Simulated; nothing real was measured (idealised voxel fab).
voxel wiring stack: a process module
The cross-section on display is named cut; it measures 240 nm wide, and its cells are 5 nm squares.
Throughout this document, each cross-section is represented as a grid of square cells and is presented as a sequence of bands enumerated from the top downward, where a band comprises one or more rows of cells. Band entry format. Leading values: height of top, height of bottom, nm. Remainder: materials in left-to-right order, each with its width in nm. Special words: "edge to edge" on a single material, which then fills the band edge to edge; "empty", empty space. The reference from which all heights are counted is 0, the level beneath which the as-received wafer is entirely one material; the lowest band, having no lower bound, proceeds downward and is written after the example "top 0, no bottom". It should be noted that a width expressed as "30..40" varies in equal increments from row to row of cells within the band, taking the value of the first number at the top row and that of the second number at the bottom row. Given "no modification" for a step, no cell of the cross-section differs between before and after that step. Empty spaces without an open route to the top, at least 8 cells in extent, make up the entry "Trapped voids"; each is given as width x height at distance, where the distance is measured from the left edge, and all are in nm. Text after the settings on a step's line: the simulator's own remark on that step. "overlay nm" on a masked step: distance the mask lay right of its planned place, negative for left.

Planned step list for the process
step 1: RECEIVE with material Si
step 2: CONFORMAL_DEP with material SiO2, thk nm 10
step 3: DIRECTIONAL_DEP with material TiN, thk nm 5
step 4: DIRECTIONAL_DEP with material Ru, thk nm 15
step 5: PATTERN with tone cover, mask id METAL_1, material resist, width nm 25, pitch nm 40, thk nm 15, overlay nm 0
step 6: DIRECTIONAL_ETCH with etch materials Ru, depth nm 15
step 7: DIRECTIONAL_ETCH with etch materials TiN, depth nm 5
step 8: STRIP with etch materials resist
step 9: CONFORMAL_DEP with material SiN, thk nm 5
step 10: FILL_DEP with material SiO2, thk nm 10
step 11: CMP with height nm 30
step 12: CONFORMAL_DEP with material SiCN, thk nm 5
step 13: DIRECTIONAL_DEP with material SiO2, thk nm 35
step 14: MASKED_ETCH with tone open, mask id METAL_2, width nm 25, pitch nm 40, etch materials SiO2, depth nm 20, overlay nm 0
step 15: DIRECTIONAL_DEP with material aC, thk nm 15
step 16: PATTERN with tone open, mask id METAL_2_HOLES, material resist, width nm 15, pitch nm 40, thk nm 30, overlay nm 0
step 17: DIRECTIONAL_ETCH with etch materials aC, depth nm 15
step 18: STRIP with etch materials resist
step 19: DIRECTIONAL_ETCH with etch materials SiO2, depth nm 15
step 20: DIRECTIONAL_ETCH with etch materials SiCN, depth nm 5
step 21: STRIP with etch materials aC
step 22: CONFORMAL_DEP with material TiN, thk nm 5
step 23: FILL_DEP with material Cu, thk nm 10
step 24: CMP with height nm 70
step 25: CONFORMAL_DEP with material SiCN, thk nm 5
step 26: DIRECTIONAL_DEP with material lowk, thk nm 20
step 27: PATTERN with tone open, mask id PLUG_2, material resist, width nm 15, pitch nm 80, thk nm 20, overlay nm 0
step 28: DIRECTIONAL_ETCH with etch materials lowk, depth nm 20
step 29: DIRECTIONAL_ETCH with etch materials SiCN, depth nm 5
step 30: STRIP with etch materials resist
step 31: EPI with material Ru, thk nm 10
step 32: EPI with material Ru, thk nm 10
step 33: EPI with material Ru, thk nm 5
step 34: DIRECTIONAL_DEP with material TiN, thk nm 5
step 35: DIRECTIONAL_DEP with material W, thk nm 15
step 36: PATTERN with tone cover, mask id METAL_3, material resist, width nm 25, pitch nm 40, thk nm 20, overlay nm 0
step 37: DIRECTIONAL_ETCH with etch materials W, depth nm 15
step 38: DIRECTIONAL_ETCH with etch materials TiN, depth nm 5
step 39: STRIP with etch materials resist
step 40: CONFORMAL_DEP with material SiCN, thk nm 5
step 41: FILL_DEP with material SiO2, thk nm 10
step 42: CMP with height nm 115
step 43: CONFORMAL_DEP with material SiCN, thk nm 5

Delivered wafer in cross-section: state after step 1
- top 0, no bottom: Si edge to edge
- Trapped voids: none

A wafer at the end: this start, this plan, one mistake
- top 120, bottom 115: SiCN edge to edge
- top 115, bottom 100: 40 nm SiO2 | 5 nm SiCN | 25 nm W | 5 nm SiCN | 5 nm SiO2 | 5 nm SiCN | 25 nm W | 5 nm SiCN | 5 nm SiO2 | 5 nm SiCN | 25 nm W | 5 nm SiCN | 5 nm SiO2 | 5 nm SiCN | 25 nm W | 5 nm SiCN | 45 nm SiO2
- top 100, bottom 95: 45 nm SiCN | 25 nm TiN | 15 nm SiCN | 25 nm TiN | 15 nm SiCN | 25 nm TiN | 15 nm SiCN | 25 nm TiN | 50 nm SiCN
- top 95, bottom 75: 45 nm lowk | 15 nm Ru | 65 nm lowk | 15 nm Ru | 100 nm lowk
- top 75, bottom 70: 45 nm SiCN | 15 nm Ru | 65 nm SiCN | 15 nm Ru | 100 nm SiCN
- top 70, bottom 40: 45 nm SiO2 | 5 nm TiN | 15 nm Cu | 5 nm TiN | 15 nm SiO2 | 5 nm TiN | 15 nm Cu | 5 nm TiN | 15 nm SiO2 | 5 nm TiN | 15 nm Cu | 5 nm TiN | 15 nm SiO2 | 5 nm TiN | 15 nm Cu | 5 nm TiN | 50 nm SiO2
- top 40, bottom 35: 45 nm SiO2 | 5 nm TiN | 5 nm Cu | 15 nm TiN | 15 nm SiO2 | 5 nm TiN | 5 nm Cu | 15 nm TiN | 15 nm SiO2 | 5 nm TiN | 5 nm Cu | 15 nm TiN | 15 nm SiO2 | 5 nm TiN | 5 nm Cu | 15 nm TiN | 50 nm SiO2
- top 35, bottom 30: 45 nm SiCN | 15 nm TiN | 25 nm SiCN | 15 nm TiN | 25 nm SiCN | 15 nm TiN | 25 nm SiCN | 15 nm TiN | 60 nm SiCN
- top 30, bottom 15: 40 nm SiO2 | 5 nm SiN | 25 nm Ru | 5 nm SiN | 5 nm SiO2 | 5 nm SiN | 25 nm Ru | 5 nm SiN | 5 nm SiO2 | 5 nm SiN | 25 nm Ru | 5 nm SiN | 5 nm SiO2 | 5 nm SiN | 25 nm Ru | 5 nm SiN | 45 nm SiO2
- top 15, bottom 10: 45 nm SiN | 25 nm TiN | 15 nm SiN | 25 nm TiN | 15 nm SiN | 25 nm TiN | 15 nm SiN | 25 nm TiN | 50 nm SiN
- top 10, bottom 0: SiO2 edge to edge
- top 0, no bottom: Si edge to edge
- Trapped voids: none
It is concluded that the wafer was processed incorrectly with respect to the plan, in that step 14 of the plan saw execution twice
